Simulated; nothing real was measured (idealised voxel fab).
process module | voxel gate over fins
cross-section cut | 210 nm wide | cells 5 nm
A cross-section is a grid of square cells, given in bands from the top down. A band is one or more rows of cells.
Each band's line starts with the height of the band's top and of its bottom, in nm. Then come its materials from left to right, each with its width in nm. One material with "throughout" fills the band from edge to edge. "air" is empty space.
Height 0 is the level under which the wafer as received is all one material. The lowest band goes on downwards, as in "0 down".
A width such as "30 to 40" changes by the same amount from each row of cells to the next, from the band's top row to its bottom row.
"no change" after a step means that no cell of the cross-section changed.
closed voids: empty space of 8 cells or more with no open way to the top, each as width x height at its distance from the left edge, in nm
after a step's settings: what the simulator itself notes on the step
overlay nm, on a step with a mask: how far to the right of its planned place the mask lay; to the left if negative
plan
1 op RECEIVE | material Si
2 op CONFORMAL_DEP | material SiN | thk nm 5
3 op DIRECTIONAL_DEP | material aC | thk nm 10
4 op PATTERN | tone cover | mask id FINS | material resist | width nm 15 | pitch nm 35 | thk nm 30 | overlay nm -15
5 op DIRECTIONAL_ETCH | etch materials aC | depth nm 10
6 op STRIP | etch materials resist
7 op DIRECTIONAL_ETCH | etch materials SiN | depth nm 5
8 op DIRECTIONAL_ETCH | etch materials Si | depth nm 35
9 op STRIP | etch materials aC
10 op OXIDIZE | depth nm 5
11 op FILL_DEP | material SiO2 | thk nm 15
12 op CMP | height nm 5
13 op SELECTIVE_ETCH | etch materials SiO2 | depth nm 20
14 op STRIP | etch materials SiN
15 op CONFORMAL_DEP | material HfO2 | thk nm 5
16 op CONFORMAL_DEP | material TiN | thk nm 5
17 op CONFORMAL_DEP | material TiAl | thk nm 5
18 op CONFORMAL_DEP | material TiN | thk nm 5
19 op FILL_DEP | material W | thk nm 15
20 op CMP | height nm 30
21 op CONFORMAL_DEP | material SiN | thk nm 5
varied across the wafers: overlay nm of step 4. The plan shows the first wafer's value. All wafers start alike
first wafer as received, after step 1
  0 down: Si throughout
  closed voids: none
first wafer at the end, after step 21
  35 to 30: SiN throughout
  30 to 20: W throughout
  20 to 15: W 15 | TiN 150 | W 45
  15 to 10: W 15 | TiN 5 | TiAl 140 | TiN 5 | W 45
  10 to 5: W 15 | TiN 5 | TiAl 5 | TiN 25 | TiAl 10 | TiN 25 | TiAl 10 | TiN 25 | TiAl 10 | TiN 25 | TiAl 5 | TiN 5 | W 45
  5 to 0: TiN 20 | TiAl 5 | TiN 5 | HfO2 15 | TiN 5 | TiAl 10 | TiN 5 | HfO2 15 | TiN 5 | TiAl 10 | TiN 5 | HfO2 15 | TiN 5 | TiAl 10 | TiN 5 | HfO2 15 | TiN 5 | TiAl 5 | TiN 50
  0 to -5: TiAl 25 | TiN 5 | HfO2 5 | Si 5 | HfO2 5 | TiN 5 | TiAl 10 | TiN 5 | HfO2 5 | Si 5 | HfO2 5 | TiN 5 | TiAl 10 | TiN 5 | HfO2 5 | Si 5 | HfO2 5 | TiN 5 | TiAl 10 | TiN 5 | HfO2 5 | Si 5 | HfO2 5 | TiN 5 | TiAl 55
  -5 to -10: TiN 30 | HfO2 5 | Si 5 | HfO2 5 | TiN 20 | HfO2 5 | Si 5 | HfO2 5 | TiN 20 | HfO2 5 | Si 5 | HfO2 5 | TiN 20 | HfO2 5 | Si 5 | HfO2 5 | TiN 60
  -10 to -15: HfO2 35 | Si 5 | HfO2 30 | Si 5 | HfO2 30 | Si 5 | HfO2 30 | Si 5 | HfO2 65
  -15 to -40: SiO2 35 | Si 5 | SiO2 30 | Si 5 | SiO2 30 | Si 5 | SiO2 30 | Si 5 | SiO2 65
  -40 down: Si throughout
  closed voids: none
last wafer at the end
  35 to 30: SiN throughout
  30 to 20: W throughout
  20 to 15: W 45 | TiN 150 | W 15
  15 to 10: W 45 | TiN 5 | TiAl 140 | TiN 5 | W 15
  10 to 5: W 45 | TiN 5 | TiAl 5 | TiN 25 | TiAl 10 | TiN 25 | TiAl 10 | TiN 25 | TiAl 10 | TiN 25 | TiAl 5 | TiN 5 | W 15
  5 to 0: TiN 50 | TiAl 5 | TiN 5 | HfO2 15 | TiN 5 | TiAl 10 | TiN 5 | HfO2 15 | TiN 5 | TiAl 10 | TiN 5 | HfO2 15 | TiN 5 | TiAl 10 | TiN 5 | HfO2 15 | TiN 5 | TiAl 5 | TiN 20
  0 to -5: TiAl 55 | TiN 5 | HfO2 5 | Si 5 | HfO2 5 | TiN 5 | TiAl 10 | TiN 5 | HfO2 5 | Si 5 | HfO2 5 | TiN 5 | TiAl 10 | TiN 5 | HfO2 5 | Si 5 | HfO2 5 | TiN 5 | TiAl 10 | TiN 5 | HfO2 5 | Si 5 | HfO2 5 | TiN 5 | TiAl 25
  -5 to -10: TiN 60 | HfO2 5 | Si 5 | HfO2 5 | TiN 20 | HfO2 5 | Si 5 | HfO2 5 | TiN 20 | HfO2 5 | Si 5 | HfO2 5 | TiN 20 | HfO2 5 | Si 5 | HfO2 5 | TiN 30
  -10 to -15: HfO2 65 | Si 5 | HfO2 30 | Si 5 | HfO2 30 | Si 5 | HfO2 30 | Si 5 | HfO2 35
  -15 to -40: SiO2 65 | Si 5 | SiO2 30 | Si 5 | SiO2 30 | Si 5 | SiO2 30 | Si 5 | SiO2 35
  -40 down: Si throughout
  closed voids: none
each wafer at the end: cells of each material gained (+) or lost (-) since it was received, then its closed voids
overlay nm -15 | +66 HfO2 | -304 Si | +42 SiN | +190 SiO2 | +66 TiAl | +114 TiN | +120 W | closed voids: none
overlay nm -10 | +66 HfO2 | -304 Si | +42 SiN | +190 SiO2 | +66 TiAl | +114 TiN | +120 W | closed voids: none
overlay nm -5 | +66 HfO2 | -304 Si | +42 SiN | +190 SiO2 | +66 TiAl | +114 TiN | +120 W | closed voids: none
overlay nm 0 | +66 HfO2 | -304 Si | +42 SiN | +190 SiO2 | +66 TiAl | +114 TiN | +120 W | closed voids: none
overlay nm 5 | +66 HfO2 | -304 Si | +42 SiN | +190 SiO2 | +66 TiAl | +114 TiN | +120 W | closed voids: none
overlay nm 10 | +66 HfO2 | -304 Si | +42 SiN | +190 SiO2 | +66 TiAl | +114 TiN | +120 W | closed voids: none
overlay nm 15 | +66 HfO2 | -304 Si | +42 SiN | +190 SiO2 | +66 TiAl | +114 TiN | +120 W | closed voids: none
